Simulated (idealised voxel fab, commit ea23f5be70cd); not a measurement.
process module | voxel released beams
cross-section cut | 180 nm wide | cells 5 nm
A cross-section is a grid of square cells, given in bands from the top down. A band is one or more rows of cells.
Each band's line starts with the height of the band's top and of its bottom, in nm. Then come its materials from left to right, each with its width in nm. One material with "throughout" fills the band from edge to edge. "air" is empty space.
Height 0 is the level under which the wafer as received is all one material. The lowest band goes on downwards, as in "0 down".
A width such as "30 to 40" changes by the same amount from each row of cells to the next, from the band's top row to its bottom row.
"no change" after a step means that no cell of the cross-section changed.
closed voids: empty space of 8 cells or more with no open way to the top, each as width x height at its distance from the left edge, in nm
after a step's settings: what the simulator itself notes on the step
overlay nm, on a step with a mask: how far to the right of its planned place the mask lay; to the left if negative
plan
1 op RECEIVE | material Si
2 op CONFORMAL_DEP | material SiN | thk nm 5
3 op DIRECTIONAL_DEP | material SiO2 | thk nm 10
4 op DIRECTIONAL_DEP | material aC | thk nm 15
5 op PATTERN | tone open | mask id ANCHOR | material resist | width nm 40 | thk nm 35 | overlay nm 0
6 op DIRECTIONAL_ETCH | etch materials aC | depth nm 15
7 op STRIP | etch materials resist
8 op DIRECTIONAL_ETCH | etch materials SiO2 | depth nm 10
9 op STRIP | etch materials aC
10 op CONFORMAL_DEP | material W | thk nm 15
11 op DIRECTIONAL_DEP | material aC | thk nm 10
12 op PATTERN | tone cover | mask id BEAM | material resist | width nm 100 | thk nm 25 | overlay nm 0
13 op DIRECTIONAL_ETCH | etch materials aC | depth nm 10
14 op STRIP | etch materials resist
15 op DIRECTIONAL_ETCH | etch materials W | depth nm 15
16 op STRIP | etch materials aC
17 op STRIP | etch materials SiO2
as received, after step 1
  0 down: Si throughout
  closed voids: none
first wafer at the end, as planned
  30 to 20: air 35 | W 20 | air 10 | W 70 | air 45
  20 to 15: air 35 | W 100 | air 45
  15 to 5: air 40 | W 40 | air 100
  5 to 0: SiN throughout
  0 down: Si throughout
  closed voids: none
second wafer at the end: like start, like plan, one mistake
  30 to 20: air 35 | W 60 | air 85
  20 to 15: air 35 | W 100 | air 45
  15 to 5: air 25 | W 15 | SiO2 40 | W 55 | air 45
  5 to 0: SiN throughout
  0 down: Si throughout
  closed voids: none
what went wrong: step 5 ran as: op PATTERN | tone cover | mask id ANCHOR | material resist | width nm 40 | thk nm 35 | overlay nm 0
at the end the second wafer has, in cells: 16 more of SiO2
